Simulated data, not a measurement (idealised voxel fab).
process module | voxel local oxidation
cross-section cut | 205 nm wide | cells 5 nm
A cross-section is a grid of square cells, given in bands from the top down. A band is one or more rows of cells.
Each band's line starts with the height of the band's top and of its bottom, in nm. Then come its materials from left to right, each with its width in nm. One material with "throughout" fills the band from edge to edge. "air" is empty space.
Height 0 is the level under which the wafer as received is all one material. The lowest band goes on downwards, as in "0 down".
A width such as "30 to 40" changes by the same amount from each row of cells to the next, from the band's top row to its bottom row.
"no change" after a step means that no cell of the cross-section changed.
closed voids: empty space of 8 cells or more with no open way to the top, each as width x height at its distance from the left edge, in nm
after a step's settings: what the simulator itself notes on the step
overlay nm, on a step with a mask: how far to the right of its planned place the mask lay; to the left if negative
plan
1 op RECEIVE | material Si
2 op CONFORMAL_DEP | material SiO2 | thk nm 5
3 op CONFORMAL_DEP | material SiN | thk nm 10
4 op DIRECTIONAL_DEP | material aC | thk nm 15
5 op PATTERN | tone cover | mask id ACTIVE | material resist | width nm 105 | thk nm 30 | overlay nm 0
6 op DIRECTIONAL_ETCH | etch materials aC | depth nm 15
7 op STRIP | etch materials resist
8 op DIRECTIONAL_ETCH | etch materials SiN | depth nm 10
9 op STRIP | etch materials aC
10 op SELECTIVE_ETCH | etch materials SiO2 | depth nm 5
11 op OXIDIZE | depth nm 15
12 op STRIP | etch materials SiN
first wafer, as planned
as received, after step 1
  0 down: Si throughout
  closed voids: none
after step 2
  5 to 0: SiO2 throughout
  below 0: unchanged
after step 3
  15 to 5: SiN throughout
  below 5: unchanged
after step 4
  30 to 15: aC throughout
  below 15: unchanged
after step 5
  60 to 30: air 50 | resist 105 | air 50
  below 30: unchanged
after step 6
  45 to 30: air 50 | resist 105 | air 50
  30 to 15: air 50 | aC 105 | air 50
  below 15: unchanged
after step 7
  30 to 15: air 50 | aC 105 | air 50
  below 15: unchanged
after step 8
  30 to 15: air 50 | aC 105 | air 50
  15 to 5: air 50 | SiN 105 | air 50
  below 5: unchanged
after step 9
  15 to 5: air 50 | SiN 105 | air 50
  below 5: unchanged
after step 10
  15 to 5: air 50 | SiN 105 | air 50
  5 to 0: air 55 | SiO2 95 | air 55
  below 0: unchanged
after step 11
  15 to 5: air 50 | SiN 105 | air 50
  5 to 0: air 55 | SiO2 95 | air 55
  0 to -15: SiO2 70 | Si 65 | SiO2 70
  below -15: unchanged
after step 12
  5 to 0: air 55 | SiO2 95 | air 55
  below 0: unchanged
second wafer: like start, like plan, one mistake. Through step 2 it matches the first wafer
when step 3 should have ended
  15 to 0: SiO2 throughout
  below 0: unchanged
when step 4 should have ended
  30 to 15: aC throughout
  below 15: unchanged
when step 5 should have ended
  60 to 30: air 50 | resist 105 | air 50
  below 30: unchanged
when step 6 should have ended
  45 to 30: air 50 | resist 105 | air 50
  30 to 15: air 50 | aC 105 | air 50
  below 15: unchanged
when step 7 should have ended
  30 to 15: air 50 | aC 105 | air 50
  below 15: unchanged
when step 8 should have ended: no change
when step 9 should have ended
  15 to 0: SiO2 throughout
  below 0: unchanged
when step 10 should have ended
  10 to 0: SiO2 throughout
  below 0: unchanged
when step 11 should have ended: no change
when step 12 should have ended: no change
what went wrong: step 3 ran as: op CONFORMAL_DEP | material SiO2 | thk nm 10
at the end the second wafer has, in cells: 84 more of Si | 21 fewer of SiO2
